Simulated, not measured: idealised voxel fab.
process module | voxel wiring stack
cross-section cut | 225 nm wide | cells 5 nm
A cross-section is a grid of square cells, given in bands from the top down. A band is one or more rows of cells.
Each band's line starts with the height of the band's top and of its bottom, in nm. Then come its materials from left to right, each with its width in nm. One material with "throughout" fills the band from edge to edge. "air" is empty space.
Height 0 is the level under which the wafer as received is all one material. The lowest band goes on downwards, as in "0 down".
A width such as "30 to 40" changes by the same amount from each row of cells to the next, from the band's top row to its bottom row.
"no change" after a step means that no cell of the cross-section changed.
closed voids: empty space of 8 cells or more with no open way to the top, each as width x height at its distance from the left edge, in nm
after a step's settings: what the simulator itself notes on the step
overlay nm, on a step with a mask: how far to the right of its planned place the mask lay; to the left if negative
plan
1 op RECEIVE | material Si
2 op CONFORMAL_DEP | material SiO2 | thk nm 15
3 op CONFORMAL_DEP | material SiN | thk nm 5
4 op DIRECTIONAL_DEP | material lowk | thk nm 20
5 op MASKED_ETCH | tone open | mask id METAL_1 | width nm 25 | pitch nm 55 | etch materials lowk | depth nm 20 | overlay nm 0
6 op MASKED_ETCH | tone open | mask id METAL_1 | width nm 25 | pitch nm 55 | etch materials SiN | depth nm 5 | overlay nm 0
7 op CONFORMAL_DEP | material TiN | thk nm 5
8 op FILL_DEP | material Cu | thk nm 5
9 op CMP | height nm 40
10 op EPI | material Ru | thk nm 5
11 op FILL_DEP | material SiCN | thk nm 5
12 op DIRECTIONAL_DEP | material SiO2 | thk nm 20
13 op MASKED_ETCH | tone open | mask id PLUG_1 | width nm 15 | etch materials SiO2 | depth nm 20 | overlay nm 0
14 op MASKED_ETCH | tone open | mask id PLUG_1 | width nm 15 | etch materials SiCN | depth nm 5 | overlay nm 0
15 op CONFORMAL_DEP | material TiN | thk nm 5
16 op FILL_DEP | material Cu | thk nm 5
17 op CMP | height nm 70
18 op DIRECTIONAL_DEP | material TiN | thk nm 5
19 op DIRECTIONAL_DEP | material W | thk nm 25
20 op DIRECTIONAL_DEP | material aC | thk nm 10
21 op PATTERN | tone cover | mask id METAL_2 | material resist | width nm 25 | pitch nm 55 | thk nm 30 | overlay nm 0
22 op DIRECTIONAL_ETCH | etch materials aC | depth nm 10
23 op STRIP | etch materials resist
24 op DIRECTIONAL_ETCH | etch materials W | depth nm 25
25 op DIRECTIONAL_ETCH | etch materials TiN | depth nm 5
26 op STRIP | etch materials aC
27 op FILL_DEP | material lowk | thk nm 5
28 op CMP | height nm 100
29 op CONFORMAL_DEP | material SiCN | thk nm 5
30 op DIRECTIONAL_DEP | material lowk | thk nm 30
31 op PATTERN | tone open | mask id METAL_3 | material resist | width nm 25 | pitch nm 55 | thk nm 20 | overlay nm 0
32 op DIRECTIONAL_ETCH | etch materials lowk | depth nm 15
33 op STRIP | etch materials resist
34 op MASKED_ETCH | tone open | mask id METAL_3_HOLES | width nm 15 | etch materials lowk | depth nm 15 | overlay nm 0
35 op MASKED_ETCH | tone open | mask id METAL_3_HOLES | width nm 15 | etch materials SiCN | depth nm 5 | overlay nm 0
36 op CONFORMAL_DEP | material TiN | thk nm 5
37 op FILL_DEP | material Cu | thk nm 5
38 op CMP | height nm 135
39 op CONFORMAL_DEP | material SiCN | thk nm 5
40 op DIRECTIONAL_DEP | material lowk | thk nm 15
41 op MASKED_ETCH | tone open | mask id PLUG_3 | width nm 15 | pitch nm 55 | etch materials lowk | depth nm 15 | overlay nm 0
42 op MASKED_ETCH | tone open | mask id PLUG_3 | width nm 15 | pitch nm 55 | etch materials SiCN | depth nm 5 | overlay nm 0
43 op EPI | material Ru | thk nm 10
44 op EPI | material Ru | thk nm 10
45 op CONFORMAL_DEP | material SiN | thk nm 5
46 op DIRECTIONAL_DEP | material SiO2 | thk nm 15
47 op MASKED_ETCH | tone open | mask id METAL_4 | width nm 25 | pitch nm 55 | etch materials SiO2 | depth nm 15 | overlay nm 0
48 op MASKED_ETCH | tone open | mask id METAL_4 | width nm 25 | pitch nm 55 | etch materials SiN | depth nm 5 | overlay nm 0
49 op CONFORMAL_DEP | material TiN | thk nm 5
50 op FILL_DEP | material Ru | thk nm 5
51 op CMP | height nm 175
52 op CONFORMAL_DEP | material SiN | thk nm 5
as received, after step 1
  0 down: Si throughout
  closed voids: none
a wafer at the end: this start, this plan, one mistake
  180 to 175: SiN throughout
  175 to 160: SiO2 70 | TiN 5 | W 15 | TiN 5 | SiO2 30 | TiN 5 | W 15 | TiN 5 | SiO2 75
  160 to 155: SiN 70 | TiN 25 | SiN 30 | TiN 25 | SiN 75
  155 to 140: lowk 70 | Ru 15 | lowk 40 | Ru 15 | lowk 85
  140 to 135: SiCN 70 | Ru 15 | SiCN 40 | Ru 15 | SiCN 85
  135 to 125: lowk 70 | TiN 5 | Cu 15 | TiN 5 | lowk 30 | TiN 5 | Cu 15 | TiN 5 | lowk 75
  125 to 120: lowk 70 | TiN 5 | Cu 5 | TiN 15 | lowk 30 | TiN 25 | lowk 75
  120 to 105: lowk 70 | TiN 5 | Cu 5 | TiN 5 | lowk 140
  105 to 100: SiCN 70 | TiN 15 | SiCN 140
  100 to 75: lowk 70 | W 25 | lowk 30 | W 25 | lowk 75
  75 to 70: lowk 70 | TiN 25 | lowk 30 | TiN 25 | lowk 75
  70 to 50: SiO2 70 | TiN 5 | Cu 5 | TiN 5 | SiO2 140
  50 to 45: SiCN 70 | TiN 15 | SiCN 140
  45 to 40: SiCN 65 | Ru 35 | SiCN 20 | Ru 35 | SiCN 70
  40 to 20: lowk 70 | TiN 5 | Cu 15 | TiN 5 | lowk 30 | TiN 5 | Cu 15 | TiN 5 | lowk 75
  20 to 15: SiN 70 | TiN 25 | SiN 30 | TiN 25 | SiN 75
  15 to 0: SiO2 throughout
  0 down: Si throughout
  closed voids: none
what went wrong: step 50 ran as: op FILL_DEP | material W | thk nm 5
